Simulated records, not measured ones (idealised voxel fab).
process module | voxel wiring stack
cross-section cut | 240 nm wide | cells 5 nm
A cross-section is a grid of square cells, given in bands from the top down. A band is one or more rows of cells.
Each band's line starts with the height of the band's top and of its bottom, in nm. Then come its materials from left to right, each with its width in nm. One material with "throughout" fills the band from edge to edge. "air" is empty space.
Height 0 is the level under which the wafer as received is all one material. The lowest band goes on downwards, as in "0 down".
A width such as "30 to 40" changes by the same amount from each row of cells to the next, from the band's top row to its bottom row.
"no change" after a step means that no cell of the cross-section changed.
closed voids: empty space of 8 cells or more with no open way to the top, each as width x height at its distance from the left edge, in nm
after a step's settings: what the simulator itself notes on the step
overlay nm, on a step with a mask: how far to the right of its planned place the mask lay; to the left if negative
plan
1 op RECEIVE | material Si
2 op CONFORMAL_DEP | material SiO2 | thk nm 10
3 op DIRECTIONAL_DEP | material TiN | thk nm 5
4 op DIRECTIONAL_DEP | material Ru | thk nm 15
5 op DIRECTIONAL_DEP | material aC | thk nm 10
6 op PATTERN | tone cover | mask id METAL_1 | material resist | width nm 20 | pitch nm 50 | thk nm 30 | overlay nm 0
7 op DIRECTIONAL_ETCH | etch materials aC | depth nm 10
8 op STRIP | etch materials resist
9 op DIRECTIONAL_ETCH | etch materials Ru | depth nm 15
10 op DIRECTIONAL_ETCH | etch materials TiN | depth nm 5
11 op STRIP | etch materials aC
12 op CONFORMAL_DEP | material SiN | thk nm 5
13 op FILL_DEP | material SiO2 | thk nm 10
14 op CMP | height nm 30
15 op CONFORMAL_DEP | material SiCN | thk nm 5
16 op DIRECTIONAL_DEP | material lowk | thk nm 10
17 op PATTERN | tone open | mask id PLUG_1 | material resist | width nm 15 | pitch nm 50 | thk nm 15 | overlay nm 0
18 op DIRECTIONAL_ETCH | etch materials lowk | depth nm 10
19 op DIRECTIONAL_ETCH | etch materials SiCN | depth nm 5
20 op STRIP | etch materials resist
21 op EPI | material Ru | thk nm 10
22 op EPI | material Ru | thk nm 5
23 op CONFORMAL_DEP | material SiN | thk nm 5
24 op DIRECTIONAL_DEP | material SiO2 | thk nm 20
25 op PATTERN | tone open | mask id METAL_2 | material resist | width nm 20 | pitch nm 50 | thk nm 15 | overlay nm 0
26 op DIRECTIONAL_ETCH | etch materials SiO2 | depth nm 20
27 op DIRECTIONAL_ETCH | etch materials SiN | depth nm 5
28 op STRIP | etch materials resist
29 op CONFORMAL_DEP | material TiN | thk nm 5
30 op FILL_DEP | material Cu | thk nm 5
31 op CMP | height nm 70
32 op EPI | material Ru | thk nm 5
33 op FILL_DEP | material SiCN | thk nm 5
34 op DIRECTIONAL_DEP | material SiO2 | thk nm 15
35 op MASKED_ETCH | tone open | mask id PLUG_2 | width nm 15 | pitch nm 50 | etch materials SiO2 | depth nm 15 | overlay nm 0
36 op MASKED_ETCH | tone open | mask id PLUG_2 | width nm 15 | pitch nm 50 | etch materials SiCN | depth nm 5 | overlay nm 0
37 op EPI | material Ru | thk nm 10
38 op EPI | material Ru | thk nm 10
39 op DIRECTIONAL_DEP | material TiN | thk nm 5
40 op DIRECTIONAL_DEP | material Ru | thk nm 25
41 op MASKED_ETCH | tone cover | mask id METAL_3 | width nm 20 | pitch nm 50 | etch materials Ru | depth nm 25 | overlay nm 0
42 op MASKED_ETCH | tone cover | mask id METAL_3 | width nm 20 | pitch nm 50 | etch materials TiN | depth nm 5 | overlay nm 0
43 op FILL_DEP | material lowk | thk nm 5
44 op CMP | height nm 125
45 op CONFORMAL_DEP | material SiN | thk nm 5
first wafer, as planned
as received, after step 1
  0 down: Si throughout
  closed voids: none
after step 2
  10 to 0: SiO2 throughout
  below 0: unchanged
after step 3
  15 to 10: TiN throughout
  below 10: unchanged
after step 4
  30 to 15: Ru throughout
  below 15: unchanged
after step 5
  40 to 30: aC throughout
  below 30: unchanged
after step 6
  70 to 40: air 60 | resist 20 | air 30 | resist 20 | air 30 | resist 20 | air 60
  below 40: unchanged
after step 7
  60 to 40: air 60 | resist 20 | air 30 | resist 20 | air 30 | resist 20 | air 60
  40 to 30: air 60 | aC 20 | air 30 | aC 20 | air 30 | aC 20 | air 60
  below 30: unchanged
after step 8
  40 to 30: air 60 | aC 20 | air 30 | aC 20 | air 30 | aC 20 | air 60
  below 30: unchanged
after step 9
  40 to 30: air 60 | aC 20 | air 30 | aC 20 | air 30 | aC 20 | air 60
  30 to 15: air 60 | Ru 20 | air 30 | Ru 20 | air 30 | Ru 20 | air 60
  below 15: unchanged
after step 10
  40 to 30: air 60 | aC 20 | air 30 | aC 20 | air 30 | aC 20 | air 60
  30 to 15: air 60 | Ru 20 | air 30 | Ru 20 | air 30 | Ru 20 | air 60
  15 to 10: air 60 | TiN 20 | air 30 | TiN 20 | air 30 | TiN 20 | air 60
  below 10: unchanged
after step 11
  30 to 15: air 60 | Ru 20 | air 30 | Ru 20 | air 30 | Ru 20 | air 60
  below 15: unchanged
after step 12
  35 to 30: air 55 | SiN 30 | air 20 | SiN 30 | air 20 | SiN 30 | air 55
  30 to 15: air 55 | SiN 5 | Ru 20 | SiN 5 | air 20 | SiN 5 | Ru 20 | SiN 5 | air 20 | SiN 5 | Ru 20 | SiN 5 | air 55
  15 to 10: SiN 60 | TiN 20 | SiN 30 | TiN 20 | SiN 30 | TiN 20 | SiN 60
  below 10: unchanged
after step 13
  45 to 35: SiO2 throughout
  35 to 30: SiO2 55 | SiN 30 | SiO2 20 | SiN 30 | SiO2 20 | SiN 30 | SiO2 55
  30 to 15: SiO2 55 | SiN 5 | Ru 20 | SiN 5 | SiO2 20 | SiN 5 | Ru 20 | SiN 5 | SiO2 20 | SiN 5 | Ru 20 | SiN 5 | SiO2 55
  below 15: unchanged
after step 14
  30 to 15: SiO2 55 | SiN 5 | Ru 20 | SiN 5 | SiO2 20 | SiN 5 | Ru 20 | SiN 5 | SiO2 20 | SiN 5 | Ru 20 | SiN 5 | SiO2 55
  below 15: unchanged
after step 15
  35 to 30: SiCN throughout
  below 30: unchanged
after step 16
  45 to 35: lowk throughout
  below 35: unchanged
after step 17
  60 to 45: resist 60 | air 15 | resist 35 | air 15 | resist 35 | air 15 | resist 65
  below 45: unchanged
after step 18
  60 to 45: resist 60 | air 15 | resist 35 | air 15 | resist 35 | air 15 | resist 65
  45 to 35: lowk 60 | air 15 | lowk 35 | air 15 | lowk 35 | air 15 | lowk 65
  below 35: unchanged
after step 19
  60 to 45: resist 60 | air 15 | resist 35 | air 15 | resist 35 | air 15 | resist 65
  45 to 35: lowk 60 | air 15 | lowk 35 | air 15 | lowk 35 | air 15 | lowk 65
  35 to 30: SiCN 60 | air 15 | SiCN 35 | air 15 | SiCN 35 | air 15 | SiCN 65
  below 30: unchanged
after step 20
  45 to 35: lowk 60 | air 15 | lowk 35 | air 15 | lowk 35 | air 15 | lowk 65
  below 35: unchanged
after step 21
  45 to 40: lowk 60 | air 15 | lowk 35 | air 15 | lowk 35 | air 15 | lowk 65
  40 to 35: lowk 60 | Ru 15 | lowk 35 | Ru 15 | lowk 35 | Ru 15 | lowk 65
  35 to 30: SiCN 60 | Ru 15 | SiCN 35 | Ru 15 | SiCN 35 | Ru 15 | SiCN 65
  below 30: unchanged
after step 22
  45 to 35: lowk 60 | Ru 15 | lowk 35 | Ru 15 | lowk 35 | Ru 15 | lowk 65
  below 35: unchanged
after step 23
  50 to 45: SiN throughout
  below 45: unchanged
after step 24
  70 to 50: SiO2 throughout
  below 50: unchanged
after step 25
  85 to 70: resist 60 | air 20 | resist 30 | air 20 | resist 30 | air 20 | resist 60
  below 70: unchanged
after step 26
  85 to 70: resist 60 | air 20 | resist 30 | air 20 | resist 30 | air 20 | resist 60
  70 to 50: SiO2 60 | air 20 | SiO2 30 | air 20 | SiO2 30 | air 20 | SiO2 60
  below 50: unchanged
after step 27
  85 to 70: resist 60 | air 20 | resist 30 | air 20 | resist 30 | air 20 | resist 60
  70 to 50: SiO2 60 | air 20 | SiO2 30 | air 20 | SiO2 30 | air 20 | SiO2 60
  50 to 45: SiN 60 | air 20 | SiN 30 | air 20 | SiN 30 | air 20 | SiN 60
  below 45: unchanged
after step 28
  70 to 50: SiO2 60 | air 20 | SiO2 30 | air 20 | SiO2 30 | air 20 | SiO2 60
  below 50: unchanged
after step 29
  75 to 70: TiN 65 | air 10 | TiN 40 | air 10 | TiN 40 | air 10 | TiN 65
  70 to 50: SiO2 60 | TiN 5 | air 10 | TiN 5 | SiO2 30 | TiN 5 | air 10 | TiN 5 | SiO2 30 | TiN 5 | air 10 | TiN 5 | SiO2 60
  50 to 45: SiN 60 | TiN 20 | SiN 30 | TiN 20 | SiN 30 | TiN 20 | SiN 60
  below 45: unchanged
after step 30
  80 to 75: Cu throughout
  75 to 70: TiN 65 | Cu 10 | TiN 40 | Cu 10 | TiN 40 | Cu 10 | TiN 65
  70 to 50: SiO2 60 | TiN 5 | Cu 10 | TiN 5 | SiO2 30 | TiN 5 | Cu 10 | TiN 5 | SiO2 30 | TiN 5 | Cu 10 | TiN 5 | SiO2 60
  below 50: unchanged
after step 31
  70 to 50: SiO2 60 | TiN 5 | Cu 10 | TiN 5 | SiO2 30 | TiN 5 | Cu 10 | TiN 5 | SiO2 30 | TiN 5 | Cu 10 | TiN 5 | SiO2 60
  below 50: unchanged
after step 32
  75 to 70: air 55 | Ru 30 | air 20 | Ru 30 | air 20 | Ru 30 | air 55
  below 70: unchanged
after step 33
  80 to 75: SiCN throughout
  75 to 70: SiCN 55 | Ru 30 | SiCN 20 | Ru 30 | SiCN 20 | Ru 30 | SiCN 55
  below 70: unchanged
after step 34
  95 to 80: SiO2 throughout
  below 80: unchanged
after step 35
  95 to 80: SiO2 60 | air 15 | SiO2 35 | air 15 | SiO2 35 | air 15 | SiO2 65
  below 80: unchanged
after step 36
  95 to 80: SiO2 60 | air 15 | SiO2 35 | air 15 | SiO2 35 | air 15 | SiO2 65
  80 to 75: SiCN 60 | air 15 | SiCN 35 | air 15 | SiCN 35 | air 15 | SiCN 65
  below 75: unchanged
after step 37
  95 to 85: SiO2 60 | air 15 | SiO2 35 | air 15 | SiO2 35 | air 15 | SiO2 65
  85 to 80: SiO2 60 | Ru 15 | SiO2 35 | Ru 15 | SiO2 35 | Ru 15 | SiO2 65
  80 to 70: SiCN 60 to 55 | Ru 15 to 30 | SiCN 35 to 20 | Ru 15 to 30 | SiCN 35 to 20 | Ru 15 to 30 | SiCN 65 to 55
  below 70: unchanged
after step 38
  95 to 80: SiO2 60 | Ru 15 | SiO2 35 | Ru 15 | SiO2 35 | Ru 15 | SiO2 65
  below 80: unchanged
after step 39
  100 to 95: TiN throughout
  below 95: unchanged
after step 40
  125 to 100: Ru throughout
  below 100: unchanged
after step 41
  125 to 100: air 60 | Ru 20 | air 30 | Ru 20 | air 30 | Ru 20 | air 60
  below 100: unchanged
after step 42
  125 to 100: air 60 | Ru 20 | air 30 | Ru 20 | air 30 | Ru 20 | air 60
  100 to 95: air 60 | TiN 20 | air 30 | TiN 20 | air 30 | TiN 20 | air 60
  below 95: unchanged
after step 43
  130 to 125: lowk throughout
  125 to 100: lowk 60 | Ru 20 | lowk 30 | Ru 20 | lowk 30 | Ru 20 | lowk 60
  100 to 95: lowk 60 | TiN 20 | lowk 30 | TiN 20 | lowk 30 | TiN 20 | lowk 60
  below 95: unchanged
after step 44
  125 to 100: lowk 60 | Ru 20 | lowk 30 | Ru 20 | lowk 30 | Ru 20 | lowk 60
  below 100: unchanged
after step 45
  130 to 125: SiN throughout
  below 125: unchanged
second wafer: like start, like plan, one mistake. Through step 16 it matches the first wafer
when step 17 should have ended
  60 to 45: air 60 | resist 15 | air 35 | resist 15 | air 35 | resist 15 | air 65
  below 45: unchanged
when step 18 should have ended
  60 to 45: air 60 | resist 15 | air 35 | resist 15 | air 35 | resist 15 | air 65
  45 to 35: air 60 | lowk 15 | air 35 | lowk 15 | air 35 | lowk 15 | air 65
  below 35: unchanged
when step 19 should have ended
  60 to 45: air 60 | resist 15 | air 35 | resist 15 | air 35 | resist 15 | air 65
  45 to 35: air 60 | lowk 15 | air 35 | lowk 15 | air 35 | lowk 15 | air 65
  35 to 30: air 60 | SiCN 15 | air 35 | SiCN 15 | air 35 | SiCN 15 | air 65
  below 30: unchanged
when step 20 should have ended
  45 to 35: air 60 | lowk 15 | air 35 | lowk 15 | air 35 | lowk 15 | air 65
  below 35: unchanged
when step 21 should have ended
  45 to 40: air 60 | lowk 15 | air 35 | lowk 15 | air 35 | lowk 15 | air 65
  40 to 35: air 60 | lowk 15 | Ru 15 | air 20 | lowk 15 | Ru 15 | air 20 | lowk 15 | Ru 15 | air 50
  35 to 30: air 60 | SiCN 15 | Ru 15 | air 20 | SiCN 15 | Ru 15 | air 20 | SiCN 15 | Ru 15 | air 50
  below 30: unchanged
when step 22 should have ended
  45 to 35: air 60 | lowk 15 | Ru 20 | air 15 | lowk 15 | Ru 20 | air 15 | lowk 15 | Ru 20 | air 45
  35 to 30: air 60 | SiCN 15 | Ru 20 | air 15 | SiCN 15 | Ru 20 | air 15 | SiCN 15 | Ru 20 | air 45
  below 30: unchanged
when step 23 should have ended
  50 to 45: air 55 | SiN 45 | air 5 | SiN 45 | air 5 | SiN 45 | air 40
  45 to 35: air 55 | SiN 5 | lowk 15 | Ru 20 | SiN 5 | air 5 | SiN 5 | lowk 15 | Ru 20 | SiN 5 | air 5 | SiN 5 | lowk 15 | Ru 20 | SiN 5 | air 40
  35 to 30: SiN 60 | SiCN 15 | Ru 20 | SiN 15 | SiCN 15 | Ru 20 | SiN 15 | SiCN 15 | Ru 20 | SiN 45
  below 30: unchanged
when step 24 should have ended
  70 to 55: air 55 | SiO2 45 | air 5 | SiO2 45 | air 5 | SiO2 45 | air 40
  55 to 50: SiO2 throughout
  50 to 45: SiO2 55 | SiN 45 | SiO2 5 | SiN 45 | SiO2 5 | SiN 45 | SiO2 40
  45 to 35: SiO2 55 | SiN 5 | lowk 15 | Ru 20 | SiN 5 | SiO2 5 | SiN 5 | lowk 15 | Ru 20 | SiN 5 | SiO2 5 | SiN 5 | lowk 15 | Ru 20 | SiN 5 | SiO2 40
  below 35: unchanged
when step 25 should have ended
  85 to 70: resist 60 | air 20 | resist 30 | air 20 | resist 30 | air 20 | resist 60
  70 to 55: resist 55 | SiO2 45 | resist 5 | SiO2 45 | resist 5 | SiO2 45 | resist 40
  below 55: unchanged
when step 26 should have ended
  85 to 70: resist 60 | air 20 | resist 30 | air 20 | resist 30 | air 20 | resist 60
  70 to 55: resist 55 | SiO2 5 | air 20 | SiO2 20 | resist 5 | SiO2 5 | air 20 | SiO2 20 | resist 5 | SiO2 5 | air 20 | SiO2 20 | resist 40
  55 to 50: SiO2 60 | air 20 | SiO2 30 | air 20 | SiO2 30 | air 20 | SiO2 60
  below 50: unchanged
when step 27 should have ended
  85 to 70: resist 60 | air 20 | resist 30 | air 20 | resist 30 | air 20 | resist 60
  70 to 55: resist 55 | SiO2 5 | air 20 | SiO2 20 | resist 5 | SiO2 5 | air 20 | SiO2 20 | resist 5 | SiO2 5 | air 20 | SiO2 20 | resist 40
  55 to 50: SiO2 60 | air 20 | SiO2 30 | air 20 | SiO2 30 | air 20 | SiO2 60
  50 to 45: SiO2 55 | SiN 5 | air 20 | SiN 20 | SiO2 5 | SiN 5 | air 20 | SiN 20 | SiO2 5 | SiN 5 | air 20 | SiN 20 | SiO2 40
  below 45: unchanged
when step 28 should have ended
  70 to 55: air 55 | SiO2 5 | air 20 | SiO2 20 | air 5 | SiO2 5 | air 20 | SiO2 20 | air 5 | SiO2 5 | air 20 | SiO2 20 | air 40
  below 55: unchanged
when step 29 should have ended
  75 to 70: air 50 | TiN 15 | air 10 | TiN 40 | air 10 | TiN 40 | air 10 | TiN 30 | air 35
  70 to 60: air 50 | TiN 5 | SiO2 5 | TiN 5 | air 10 | TiN 5 | SiO2 20 | TiN 5 | SiO2 5 | TiN 5 | air 10 | TiN 5 | SiO2 20 | TiN 5 | SiO2 5 | TiN 5 | air 10 | TiN 5 | SiO2 20 | TiN 5 | air 35
  60 to 55: TiN 55 | SiO2 5 | TiN 5 | air 10 | TiN 5 | SiO2 20 | TiN 5 | SiO2 5 | TiN 5 | air 10 | TiN 5 | SiO2 20 | TiN 5 | SiO2 5 | TiN 5 | air 10 | TiN 5 | SiO2 20 | TiN 40
  55 to 50: SiO2 60 | TiN 5 | air 10 | TiN 5 | SiO2 30 | TiN 5 | air 10 | TiN 5 | SiO2 30 | TiN 5 | air 10 | TiN 5 | SiO2 60
  50 to 45: SiO2 55 | SiN 5 | TiN 20 | SiN 20 | SiO2 5 | SiN 5 | TiN 20 | SiN 20 | SiO2 5 | SiN 5 | TiN 20 | SiN 20 | SiO2 40
  below 45: unchanged
when step 30 should have ended
  80 to 75: Cu throughout
  75 to 70: Cu 50 | TiN 15 | Cu 10 | TiN 40 | Cu 10 | TiN 40 | Cu 10 | TiN 30 | Cu 35
  70 to 60: Cu 50 | TiN 5 | SiO2 5 | TiN 5 | Cu 10 | TiN 5 | SiO2 20 | TiN 5 | SiO2 5 | TiN 5 | Cu 10 | TiN 5 | SiO2 20 | TiN 5 | SiO2 5 | TiN 5 | Cu 10 | TiN 5 | SiO2 20 | TiN 5 | Cu 35
  60 to 55: TiN 55 | SiO2 5 | TiN 5 | Cu 10 | TiN 5 | SiO2 20 | TiN 5 | SiO2 5 | TiN 5 | Cu 10 | TiN 5 | SiO2 20 | TiN 5 | SiO2 5 | TiN 5 | Cu 10 | TiN 5 | SiO2 20 | TiN 40
  55 to 50: SiO2 60 | TiN 5 | Cu 10 | TiN 5 | SiO2 30 | TiN 5 | Cu 10 | TiN 5 | SiO2 30 | TiN 5 | Cu 10 | TiN 5 | SiO2 60
  below 50: unchanged
when step 31 should have ended
  70 to 60: Cu 50 | TiN 5 | SiO2 5 | TiN 5 | Cu 10 | TiN 5 | SiO2 20 | TiN 5 | SiO2 5 | TiN 5 | Cu 10 | TiN 5 | SiO2 20 | TiN 5 | SiO2 5 | TiN 5 | Cu 10 | TiN 5 | SiO2 20 | TiN 5 | Cu 35
  below 60: unchanged
when step 32 should have ended
  75 to 70: Ru 85 | air 10 | Ru 40 | air 10 | Ru 40 | air 10 | Ru 45
  below 70: unchanged
when step 33 should have ended
  80 to 75: SiCN throughout
  75 to 70: Ru 85 | SiCN 10 | Ru 40 | SiCN 10 | Ru 40 | SiCN 10 | Ru 45
  below 70: unchanged
when step 34 should have ended
  95 to 80: SiO2 throughout
  below 80: unchanged
when step 35 should have ended
  95 to 80: SiO2 60 | air 15 | SiO2 35 | air 15 | SiO2 35 | air 15 | SiO2 65
  below 80: unchanged
when step 36 should have ended
  95 to 80: SiO2 60 | air 15 | SiO2 35 | air 15 | SiO2 35 | air 15 | SiO2 65
  80 to 75: SiCN 60 | air 15 | SiCN 35 | air 15 | SiCN 35 | air 15 | SiCN 65
  below 75: unchanged
when step 37 should have ended
  95 to 85: SiO2 60 | air 15 | SiO2 35 | air 15 | SiO2 35 | air 15 | SiO2 65
  85 to 80: SiO2 60 | Ru 15 | SiO2 35 | Ru 15 | SiO2 35 | Ru 15 | SiO2 65
  80 to 75: SiCN 60 | Ru 15 | SiCN 35 | Ru 15 | SiCN 35 | Ru 15 | SiCN 65
  below 75: unchanged
when step 38 should have ended
  95 to 80: SiO2 60 | Ru 15 | SiO2 35 | Ru 15 | SiO2 35 | Ru 15 | SiO2 65
  below 80: unchanged
when step 39 should have ended
  100 to 95: TiN throughout
  below 95: unchanged
when step 40 should have ended
  125 to 100: Ru throughout
  below 100: unchanged
when step 41 should have ended
  125 to 100: air 60 | Ru 20 | air 30 | Ru 20 | air 30 | Ru 20 | air 60
  below 100: unchanged
when step 42 should have ended
  125 to 100: air 60 | Ru 20 | air 30 | Ru 20 | air 30 | Ru 20 | air 60
  100 to 95: air 60 | TiN 20 | air 30 | TiN 20 | air 30 | TiN 20 | air 60
  below 95: unchanged
when step 43 should have ended
  130 to 125: lowk throughout
  125 to 100: lowk 60 | Ru 20 | lowk 30 | Ru 20 | lowk 30 | Ru 20 | lowk 60
  100 to 95: lowk 60 | TiN 20 | lowk 30 | TiN 20 | lowk 30 | TiN 20 | lowk 60
  below 95: unchanged
when step 44 should have ended
  125 to 100: lowk 60 | Ru 20 | lowk 30 | Ru 20 | lowk 30 | Ru 20 | lowk 60
  below 100: unchanged
when step 45 should have ended
  130 to 125: SiN throughout
  below 125: unchanged
what went wrong: step 17 ran as: op PATTERN | tone cover | mask id PLUG_1 | material resist | width nm 15 | pitch nm 50 | thk nm 15 | overlay nm 0
at the end the second wafer has, in cells: 34 more of Cu | 33 more of Ru | 54 fewer of SiCN | 18 more of SiN | 29 more of TiN | 60 fewer of lowk
